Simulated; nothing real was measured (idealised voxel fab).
Name of the process module below: voxel lift off
Section shown: cut. Width: 295 nm. Cell size: 5 nm, square.
If you're reading a cross-section in this doc, picture square cells in a grid; it comes to you as bands, top ones listed first down to the bottom, and a band can be one or more rows of cells.
Top height, bottom height, nm. Materials left to right, width each, nm. Single material + "edge to edge" = fills band edge to edge. "blank" = empty.
Heights are expressed relative to 0, this being the level below which the as-received wafer comprises one material exclusively. The lowest band is unbounded in the downward direction and is denoted as in "0 and below".
Read "30..40" as a graded width: first number on top, second number at the bottom, same change between each pair of neighbouring rows.
The designation "nothing changed", where it is given for a processing step, indicates that no cell of the cross-section was altered in the course of that step.
"Sealed-off cavities" enumerates empty spaces isolated from the top, with no open way to it, that contain at least 8 cells, giving each as width x height at distance from the left edge, all three in nm.
Formally, on a step line, whatever follows the settings is a remark that the simulator itself makes on the step.
overlay nm: how far to the right of its planned place the mask lay on this masked step (negative: to the left).

[The steps planned for the process are as follows]
1: RECEIVE [material Si]
2: CONFORMAL_DEP [material SiN] [thk nm 5]
3: PATTERN [tone open] [mask id LINES] [material resist] [width nm 25] [pitch nm 55] [thk nm 30] [overlay nm 0]
4: DIRECTIONAL_DEP [material Ru] [thk nm 15]
5: STRIP [etch materials resist]
6: CONFORMAL_DEP [material SiN] [thk nm 10]

[Received-state cross-section, reflecting completion of step 1]
    0 and below  Si edge to edge
    Sealed-off cavities: none

[The following cross-section depicts the wafer upon conclusion of the module. Processing commenced from the starting condition illustrated above and adhered to the plan illustrated above, save for one mistake in execution]
    20 down to 5  blank=50; Ru=25; blank=30; Ru=25; blank=30; Ru=25; blank=30; Ru=25; blank=55
    5 down to 0  SiN edge to edge
    0 and below  Si edge to edge
    Sealed-off cavities: none
In executing the process, a mistake was made relative to the plan: plan step 6 was not performed, having been skipped
